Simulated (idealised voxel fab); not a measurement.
process module | voxel capacitor over wiring
cross-section cut | 170 nm wide | cells 5 nm
A cross-section is a grid of square cells, given in bands from the top down. A band is one or more rows of cells.
Each band's line starts with the height of the band's top and of its bottom, in nm. Then come its materials from left to right, each with its width in nm. One material with "throughout" fills the band from edge to edge. "air" is empty space.
Height 0 is the level under which the wafer as received is all one material. The lowest band goes on downwards, as in "0 down".
A width such as "30 to 40" changes by the same amount from each row of cells to the next, from the band's top row to its bottom row.
"no change" after a step means that no cell of the cross-section changed.
closed voids: empty space of 8 cells or more with no open way to the top, each as width x height at its distance from the left edge, in nm
after a step's settings: what the simulator itself notes on the step
overlay nm, on a step with a mask: how far to the right of its planned place the mask lay; to the left if negative
plan
1 op RECEIVE | material Si
2 op CONFORMAL_DEP | material SiO2 | thk nm 10
3 op DIRECTIONAL_DEP | material TiN | thk nm 5
4 op DIRECTIONAL_DEP | material Ru | thk nm 15
5 op MASKED_ETCH | tone cover | mask id METAL_1 | width nm 25 | pitch nm 80 | etch materials Ru | depth nm 15 | overlay nm 0
6 op MASKED_ETCH | tone cover | mask id METAL_1 | width nm 25 | pitch nm 80 | etch materials TiN | depth nm 5 | overlay nm 0
7 op CONFORMAL_DEP | material SiCN | thk nm 5
8 op FILL_DEP | material lowk | thk nm 10
9 op CMP | height nm 30
10 op CONFORMAL_DEP | material SiCN | thk nm 5
11 op DIRECTIONAL_DEP | material lowk | thk nm 15
12 op PATTERN | tone open | mask id PLUG_1 | material resist | width nm 15 | thk nm 15 | overlay nm 0
13 op DIRECTIONAL_ETCH | etch materials lowk | depth nm 15
14 op DIRECTIONAL_ETCH | etch materials SiCN | depth nm 5
15 op STRIP | etch materials resist
16 op CONFORMAL_DEP | material TiN | thk nm 5
17 op FILL_DEP | material Ru | thk nm 5
18 op CMP | height nm 50
19 op DIRECTIONAL_DEP | material TiN | thk nm 10
20 op DIRECTIONAL_DEP | material SiN | thk nm 5
21 op DIRECTIONAL_DEP | material TiN | thk nm 10
22 op PATTERN | tone cover | mask id UPPER_PLATE | material resist | width nm 60 | thk nm 15 | overlay nm 0
23 op DIRECTIONAL_ETCH | etch materials TiN | depth nm 10
24 op DIRECTIONAL_ETCH | etch materials SiN | depth nm 5
25 op STRIP | etch materials resist
26 op DIRECTIONAL_DEP | material aC | thk nm 10
27 op PATTERN | tone cover | mask id LOWER_PLATE | material resist | width nm 70 | thk nm 25 | overlay nm 0
28 op DIRECTIONAL_ETCH | etch materials aC | depth nm 10
29 op STRIP | etch materials resist
30 op DIRECTIONAL_ETCH | etch materials TiN | depth nm 10
31 op STRIP | etch materials aC
32 op FILL_DEP | material SiO2 | thk nm 15
33 op CMP | height nm 85
34 op DIRECTIONAL_DEP | material aC | thk nm 15
35 op PATTERN | tone open | mask id PLUG_2 | material resist | width nm 15 | thk nm 30 | overlay nm 0
36 op DIRECTIONAL_ETCH | etch materials aC | depth nm 15
37 op STRIP | etch materials resist
38 op DIRECTIONAL_ETCH | etch materials SiO2 | depth nm 10
39 op STRIP | etch materials aC
40 op CONFORMAL_DEP | material TiN | thk nm 5
41 op FILL_DEP | material Ru | thk nm 10
42 op CMP | height nm 85
43 op CONFORMAL_DEP | material SiCN | thk nm 5
first wafer, as planned
as received, after step 1
  0 down: Si throughout
  closed voids: none
after step 2
  10 to 0: SiO2 throughout
  below 0: unchanged
after step 3
  15 to 10: TiN throughout
  below 10: unchanged
after step 4
  30 to 15: Ru throughout
  below 15: unchanged
after step 5
  30 to 15: air 30 | Ru 25 | air 55 | Ru 25 | air 35
  below 15: unchanged
after step 6
  30 to 15: air 30 | Ru 25 | air 55 | Ru 25 | air 35
  15 to 10: air 30 | TiN 25 | air 55 | TiN 25 | air 35
  below 10: unchanged
after step 7
  35 to 30: air 25 | SiCN 35 | air 45 | SiCN 35 | air 30
  30 to 15: air 25 | SiCN 5 | Ru 25 | SiCN 5 | air 45 | SiCN 5 | Ru 25 | SiCN 5 | air 30
  15 to 10: SiCN 30 | TiN 25 | SiCN 55 | TiN 25 | SiCN 35
  below 10: unchanged
after step 8
  45 to 35: lowk throughout
  35 to 30: lowk 25 | SiCN 35 | lowk 45 | SiCN 35 | lowk 30
  30 to 15: lowk 25 | SiCN 5 | Ru 25 | SiCN 5 | lowk 45 | SiCN 5 | Ru 25 | SiCN 5 | lowk 30
  below 15: unchanged
after step 9
  30 to 15: lowk 25 | SiCN 5 | Ru 25 | SiCN 5 | lowk 45 | SiCN 5 | Ru 25 | SiCN 5 | lowk 30
  below 15: unchanged
after step 10
  35 to 30: SiCN throughout
  below 30: unchanged
after step 11
  50 to 35: lowk throughout
  below 35: unchanged
after step 12
  65 to 50: resist 40 | air 15 | resist 115
  below 50: unchanged
after step 13
  65 to 50: resist 40 | air 15 | resist 115
  50 to 35: lowk 40 | air 15 | lowk 115
  below 35: unchanged
after step 14
  65 to 50: resist 40 | air 15 | resist 115
  50 to 35: lowk 40 | air 15 | lowk 115
  35 to 30: SiCN 40 | air 15 | SiCN 115
  below 30: unchanged
after step 15
  50 to 35: lowk 40 | air 15 | lowk 115
  below 35: unchanged
after step 16
  55 to 50: TiN 45 | air 5 | TiN 120
  50 to 35: lowk 40 | TiN 5 | air 5 | TiN 5 | lowk 115
  35 to 30: SiCN 40 | TiN 15 | SiCN 115
  below 30: unchanged
after step 17
  60 to 55: Ru throughout
  55 to 50: TiN 45 | Ru 5 | TiN 120
  50 to 35: lowk 40 | TiN 5 | Ru 5 | TiN 5 | lowk 115
  below 35: unchanged
after step 18
  50 to 35: lowk 40 | TiN 5 | Ru 5 | TiN 5 | lowk 115
  below 35: unchanged
after step 19
  60 to 50: TiN throughout
  below 50: unchanged
after step 20
  65 to 60: SiN throughout
  below 60: unchanged
after step 21
  75 to 65: TiN throughout
  below 65: unchanged
after step 22
  90 to 75: air 40 | resist 60 | air 70
  below 75: unchanged
after step 23
  90 to 75: air 40 | resist 60 | air 70
  75 to 65: air 40 | TiN 60 | air 70
  below 65: unchanged
after step 24
  90 to 75: air 40 | resist 60 | air 70
  75 to 65: air 40 | TiN 60 | air 70
  65 to 60: air 40 | SiN 60 | air 70
  below 60: unchanged
after step 25
  75 to 65: air 40 | TiN 60 | air 70
  below 65: unchanged
after step 26
  85 to 75: air 40 | aC 60 | air 70
  75 to 70: air 40 | TiN 60 | air 70
  70 to 65: aC 40 | TiN 60 | aC 70
  65 to 60: aC 40 | SiN 60 | aC 70
  below 60: unchanged
after step 27
  110 to 85: air 35 | resist 70 | air 65
  85 to 75: air 35 | resist 5 | aC 60 | resist 5 | air 65
  75 to 70: air 35 | resist 5 | TiN 60 | resist 5 | air 65
  below 70: unchanged
after step 28
  100 to 85: air 35 | resist 70 | air 65
  85 to 75: air 35 | resist 5 | aC 60 | resist 5 | air 65
  75 to 70: air 35 | resist 5 | TiN 60 | resist 5 | air 65
  70 to 65: air 35 | aC 5 | TiN 60 | aC 5 | air 65
  65 to 60: air 35 | aC 5 | SiN 60 | aC 5 | air 65
  below 60: unchanged
after step 29
  85 to 75: air 40 | aC 60 | air 70
  75 to 70: air 40 | TiN 60 | air 70
  below 70: unchanged
after step 30
  85 to 75: air 40 | aC 60 | air 70
  75 to 70: air 40 | TiN 60 | air 70
  70 to 65: air 35 | aC 5 | TiN 60 | aC 5 | air 65
  65 to 60: air 35 | aC 5 | SiN 60 | aC 5 | air 65
  60 to 50: air 35 | TiN 70 | air 65
  below 50: unchanged
after step 31
  75 to 65: air 40 | TiN 60 | air 70
  65 to 60: air 40 | SiN 60 | air 70
  below 60: unchanged
after step 32
  90 to 75: SiO2 throughout
  75 to 65: SiO2 40 | TiN 60 | SiO2 70
  65 to 60: SiO2 40 | SiN 60 | SiO2 70
  60 to 50: SiO2 35 | TiN 70 | SiO2 65
  below 50: unchanged
after step 33
  85 to 75: SiO2 throughout
  below 75: unchanged
after step 34
  100 to 85: aC throughout
  below 85: unchanged
after step 35
  130 to 100: resist 50 | air 15 | resist 105
  below 100: unchanged
after step 36
  115 to 100: resist 50 | air 15 | resist 105
  100 to 85: aC 50 | air 15 | aC 105
  below 85: unchanged
after step 37
  100 to 85: aC 50 | air 15 | aC 105
  below 85: unchanged
after step 38
  100 to 85: aC 50 | air 15 | aC 105
  85 to 75: SiO2 50 | air 15 | SiO2 105
  below 75: unchanged
after step 39
  85 to 75: SiO2 50 | air 15 | SiO2 105
  below 75: unchanged
after step 40
  90 to 85: TiN 55 | air 5 | TiN 110
  85 to 80: SiO2 50 | TiN 5 | air 5 | TiN 5 | SiO2 105
  80 to 75: SiO2 50 | TiN 15 | SiO2 105
  below 75: unchanged
after step 41
  100 to 90: Ru throughout
  90 to 85: TiN 55 | Ru 5 | TiN 110
  85 to 80: SiO2 50 | TiN 5 | Ru 5 | TiN 5 | SiO2 105
  below 80: unchanged
after step 42
  85 to 80: SiO2 50 | TiN 5 | Ru 5 | TiN 5 | SiO2 105
  below 80: unchanged
after step 43
  90 to 85: SiCN throughout
  below 85: unchanged
second wafer: like start, like plan, one mistake. Through step 19 it matches the first wafer
when step 20 should have ended
  70 to 50: TiN throughout
  below 50: unchanged
when step 21 should have ended
  75 to 70: SiN throughout
  below 70: unchanged
when step 22 should have ended
  90 to 75: air 40 | resist 60 | air 70
  below 75: unchanged
when step 23 should have ended: no change
when step 24 should have ended
  90 to 75: air 40 | resist 60 | air 70
  75 to 70: air 40 | SiN 60 | air 70
  below 70: unchanged
when step 25 should have ended
  75 to 70: air 40 | SiN 60 | air 70
  below 70: unchanged
when step 26 should have ended
  85 to 80: air 40 | aC 60 | air 70
  80 to 75: aC throughout
  75 to 70: aC 40 | SiN 60 | aC 70
  below 70: unchanged
when step 27 should have ended
  110 to 85: air 35 | resist 70 | air 65
  85 to 80: air 35 | resist 5 | aC 60 | resist 5 | air 65
  below 80: unchanged
when step 28 should have ended
  100 to 85: air 35 | resist 70 | air 65
  85 to 80: air 35 | resist 5 | aC 60 | resist 5 | air 65
  80 to 75: air 35 | aC 70 | air 65
  75 to 70: air 35 | aC 5 | SiN 60 | aC 5 | air 65
  below 70: unchanged
when step 29 should have ended
  85 to 75: air 40 to 35 | aC 60 to 70 | air 70 to 65
  below 75: unchanged
when step 30 should have ended
  85 to 75: air 40 to 35 | aC 60 to 70 | air 70 to 65
  75 to 70: air 35 | aC 5 | SiN 60 | aC 5 | air 65
  70 to 60: air 35 | TiN 70 | air 65
  below 60: unchanged
when step 31 should have ended
  75 to 70: air 40 | SiN 60 | air 70
  below 70: unchanged
when step 32 should have ended
  90 to 75: SiO2 throughout
  75 to 70: SiO2 40 | SiN 60 | SiO2 70
  70 to 60: SiO2 35 | TiN 70 | SiO2 65
  below 60: unchanged
when step 33 should have ended
  85 to 75: SiO2 throughout
  below 75: unchanged
when step 34 should have ended
  100 to 85: aC throughout
  below 85: unchanged
when step 35 should have ended
  130 to 100: resist 50 | air 15 | resist 105
  below 100: unchanged
when step 36 should have ended
  115 to 100: resist 50 | air 15 | resist 105
  100 to 85: aC 50 | air 15 | aC 105
  below 85: unchanged
when step 37 should have ended
  100 to 85: aC 50 | air 15 | aC 105
  below 85: unchanged
when step 38 should have ended
  100 to 85: aC 50 | air 15 | aC 105
  85 to 75: SiO2 50 | air 15 | SiO2 105
  below 75: unchanged
when step 39 should have ended
  85 to 75: SiO2 50 | air 15 | SiO2 105
  below 75: unchanged
when step 40 should have ended
  90 to 85: TiN 55 | air 5 | TiN 110
  85 to 80: SiO2 50 | TiN 5 | air 5 | TiN 5 | SiO2 105
  80 to 75: SiO2 50 | TiN 15 | SiO2 105
  below 75: unchanged
when step 41 should have ended
  100 to 90: Ru throughout
  90 to 85: TiN 55 | Ru 5 | TiN 110
  85 to 80: SiO2 50 | TiN 5 | Ru 5 | TiN 5 | SiO2 105
  below 80: unchanged
when step 42 should have ended
  85 to 80: SiO2 50 | TiN 5 | Ru 5 | TiN 5 | SiO2 105
  below 80: unchanged
when step 43 should have ended
  90 to 85: SiCN throughout
  below 85: unchanged
what went wrong: steps 20 and 21 were swapped
at the end the second wafer has, in cells: 44 fewer of SiO2 | 44 more of TiN
